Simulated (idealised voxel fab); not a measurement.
The name of this process module is voxel capacitor over wiring.
Section shown: cut. Width: 205 nm. Cell size: 5 nm, square.
This document writes a cross-section as a grid whose cells are square, and gives it as bands, listed from the top down; one or more rows of cells form a band. Heights first: top, then bottom, in nm. Then materials, left to right, each with a width in nm. "throughout" on a single material: fills the band edge to edge. "air": empty space. Where do heights start? At 0: under that level the wafer as delivered is made of one material only. And the lowest band has no floor; it just carries on downward, as in "0 down". The two numbers in a width such as "30 to 40" mark its ends across the band: the first belongs to the top row of cells, the second to the bottom row, and from each row to the next the width moves by the same amount. When a step is marked "all unchanged", none of the cells in the cross-section changed during that step. "Non-vented voids": sealed empty spaces, 8 cells or more, no open way to top, listed width x height at distance, with distance from the left edge and width, height and distance in nm. On a step's line, text after the settings is the simulator commenting on that step. Each step line may optionally specify "overlay nm", which for a step with a mask gives the rightward distance between the mask's planned place and where it lay, a negative value indicating the leftward direction.
-- So here's the lineup of process steps we planned
| 1 | RECEIVE with material Si |
| 2 | CONFORMAL_DEP with material SiO2, thk nm 10 |
| 3 | DIRECTIONAL_DEP with material TiN, thk nm 5 |
| 4 | DIRECTIONAL_DEP with material W, thk nm 15 |
| 5 | MASKED_ETCH with tone cover, mask id METAL_1, width nm 25, pitch nm 90, etch materials W, depth nm 15, overlay nm 0 |
| 6 | MASKED_ETCH with tone cover, mask id METAL_1, width nm 25, pitch nm 90, etch materials TiN, depth nm 5, overlay nm 0 |
| 7 | FILL_DEP with material lowk, thk nm 10 |
| 8 | CMP with height nm 30 |
| 9 | CONFORMAL_DEP with material SiCN, thk nm 5 |
| 10 | DIRECTIONAL_DEP with material SiO2, thk nm 10 |
| 11 | DIRECTIONAL_DEP with material aC, thk nm 15 |
| 12 | PATTERN with tone open, mask id PLUG_1, material resist, width nm 15, thk nm 30, overlay nm 0 |
| 13 | DIRECTIONAL_ETCH with etch materials aC, depth nm 15 |
| 14 | STRIP with etch materials resist |
| 15 | DIRECTIONAL_ETCH with etch materials SiO2, depth nm 10 |
| 16 | DIRECTIONAL_ETCH with etch materials SiCN, depth nm 5 |
| 17 | STRIP with etch materials aC |
| 18 | EPI with material Ru, thk nm 10 |
| 19 | EPI with material Ru, thk nm 5 |
| 20 | DIRECTIONAL_DEP with material TiN, thk nm 10 |
| 21 | DIRECTIONAL_DEP with material SiN, thk nm 5 |
| 22 | DIRECTIONAL_DEP with material TiN, thk nm 5 |
| 23 | PATTERN with tone cover, mask id UPPER_PLATE, material resist, width nm 70, thk nm 15, overlay nm 0 |
| 24 | DIRECTIONAL_ETCH with etch materials TiN, depth nm 5 |
| 25 | DIRECTIONAL_ETCH with etch materials SiN, depth nm 5 |
| 26 | STRIP with etch materials resist |
| 27 | PATTERN with tone cover, mask id LOWER_PLATE, material resist, width nm 80, thk nm 15, overlay nm 0 |
| 28 | DIRECTIONAL_ETCH with etch materials TiN, depth nm 10 |
| 29 | STRIP with etch materials resist |
| 30 | FILL_DEP with material SiO2, thk nm 15 |
| 31 | CMP with height nm 75 |
| 32 | MASKED_ETCH with tone open, mask id PLUG_2, width nm 15, etch materials SiO2, depth nm 10, overlay nm 0 |
| 33 | CONFORMAL_DEP with material TiN, thk nm 5 |
| 34 | FILL_DEP with material Cu, thk nm 5 |
| 35 | CMP with height nm 75 |
| 36 | CONFORMAL_DEP with material SiN, thk nm 5 |
-- Cross-section of the incoming wafer, state after step 1
- 0 down  Si throughout
- Non-vented voids: none
-- Cross-section taken at module completion on the first of two wafers; processed per the plan
- 80 to 75  SiN throughout
- 75 to 70  SiO2: 65, TiN: 5, Cu: 5, TiN: 5, SiO2: 125
- 70 to 60  SiO2: 65 to 55, TiN: 15 to 70, SiO2: 125 to 80
- 60 to 55  SiO2: 55, SiN: 70, SiO2: 80
- 55 to 45  SiO2: 50, TiN: 80, SiO2: 75
- 45 to 35  SiO2: 55, Ru: 15, SiO2: 135
- 35 to 30  SiCN: 55, Ru: 15, SiCN: 135
- 30 to 15  lowk: 45, W: 25, lowk: 65, W: 25, lowk: 45
- 15 to 10  lowk: 45, TiN: 25, lowk: 65, TiN: 25, lowk: 45
- 10 to 0  SiO2 throughout
- 0 down  Si throughout
- Non-vented voids: none
-- Cross-section of the latter of the two wafers at module completion. It had an identical start and an identical plan to the former; in running it, one mistake was made
- 80 to 75  SiN throughout
- 75 to 70  SiO2: 65, TiN: 5, Cu: 5, TiN: 5, SiO2: 125
- 70 to 60  SiO2: 65 to 60, TiN: 15 to 60, SiO2: 125 to 85
- 60 to 55  SiO2: 60, SiN: 60, SiO2: 85
- 55 to 45  SiO2: 50, TiN: 80, SiO2: 75
- 45 to 35  SiO2: 55, Ru: 15, SiO2: 135
- 35 to 30  SiCN: 55, Ru: 15, SiCN: 135
- 30 to 15  lowk: 45, W: 25, lowk: 65, W: 25, lowk: 45
- 15 to 10  lowk: 45, TiN: 25, lowk: 65, TiN: 25, lowk: 45
- 10 to 0  SiO2 throughout
- 0 down  Si throughout
- Non-vented voids: none
In executing the process, a mistake was made relative to the plan: step 23 was not run as planned; what actually ran was PATTERN with tone cover, mask id UPPER_PLATE, material resist, width nm 60, thk nm 15, overlay nm 0
Counted in cells at the end, the second wafer holds more or fewer of these materials than the first: 2 fewer of SiN | 4 more of SiO2 | 2 fewer of TiN
